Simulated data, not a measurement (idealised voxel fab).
process module | voxel released beams
185 nm wide, 5 nm square cells: that's cross-section cut.
Cross-section = grid of square cells, listed top down in bands; band = one or more rows. Each band's line starts with the height of the band's top and of its bottom, in nm. Then come its materials from left to right, each with its width in nm. One material with "all across" fills the band from edge to edge. "blank" is empty space. Heights are expressed relative to 0, this being the level below which the as-received wafer comprises one material exclusively. The lowest band is unbounded in the downward direction and is denoted as in "0 and below". With a width like "30..40", each row of cells in the band differs from the next by the same amount, the top row carrying the first number and the bottom row the second. You'll sometimes find "stayed the same" written for a step, and that's the way of saying that nowhere in the cross-section did a cell change during that step. Basically, "Fully enclosed voids" tells you about the enclosed voids: empty spaces with no open way to the top, 8 cells or bigger, each written width x height at distance, where distance is from the left edge, all in nm. Step line, after settings: the simulator's comment on this step. On any step carrying a mask, the "overlay nm" setting, if present on the step's line, tells how far right of its planned place the mask lay; negative values point to the left.
Intended process steps:
step 1: RECEIVE: material Si
step 2: CONFORMAL_DEP: material Al2O3, thk nm 5
step 3: DIRECTIONAL_DEP: material SiO2, thk nm 20
step 4: MASKED_ETCH: tone open, mask id ANCHOR, width nm 25, etch materials SiO2, depth nm 20, overlay nm 0
step 5: CONFORMAL_DEP: material SiN, thk nm 10
step 6: DIRECTIONAL_DEP: material aC, thk nm 15
step 7: PATTERN: tone cover, mask id BEAM, material resist, width nm 110, thk nm 35, overlay nm 0
step 8: DIRECTIONAL_ETCH: etch materials aC, depth nm 15
step 9: STRIP: etch materials resist
step 10: DIRECTIONAL_ETCH: etch materials SiN, depth nm 10
step 11: STRIP: etch materials aC
step 12: STRIP: etch materials SiO2
Cross-sectional view of the wafer in its as-received condition, corresponding to the state after step 1:
- 0 and below = Si all across
- Fully enclosed voids: none
The first of the two wafers as seen in cross-section once the module was finished; processing followed the plan:
- 35 down to 25 = blank 35 nm | SiN 15 nm | blank 5 nm | SiN 90 nm | blank 40 nm
- 25 down to 15 = blank 40 nm | SiN 10 nm | blank 5 nm | SiN 10 nm | blank 120 nm
- 15 down to 5 = blank 40 nm | SiN 25 nm | blank 120 nm
- 5 down to 0 = Al2O3 all across
- 0 and below = Si all across
- Fully enclosed voids: none
Presented here is a cross-section of the second of the two wafers as it stood at the end of the module. It was started in the same manner and assigned the same plan as the first wafer; however, one mistake was made in its execution:
- 35 down to 25 = blank 35 nm | SiN 10 nm | blank 15 nm | SiN 85 nm | blank 40 nm
- 25 down to 15 = blank 35 nm | SiN 10 nm | blank 15 nm | SiN 10 nm | blank 115 nm
- 15 down to 5 = blank 35 nm | SiN 35 nm | blank 115 nm
- 5 down to 0 = Al2O3 all across
- 0 and below = Si all across
- Fully enclosed voids: none
Nonconformance to the process plan: for step 4, the planned setting was not used; the step was instead run as MASKED_ETCH: tone open, mask id ANCHOR, width nm 35, etch materials SiO2, depth nm 20, overlay nm 0
Matching per-material cell counts, mismatched positions: that is how the second wafer compares with the first at the end.
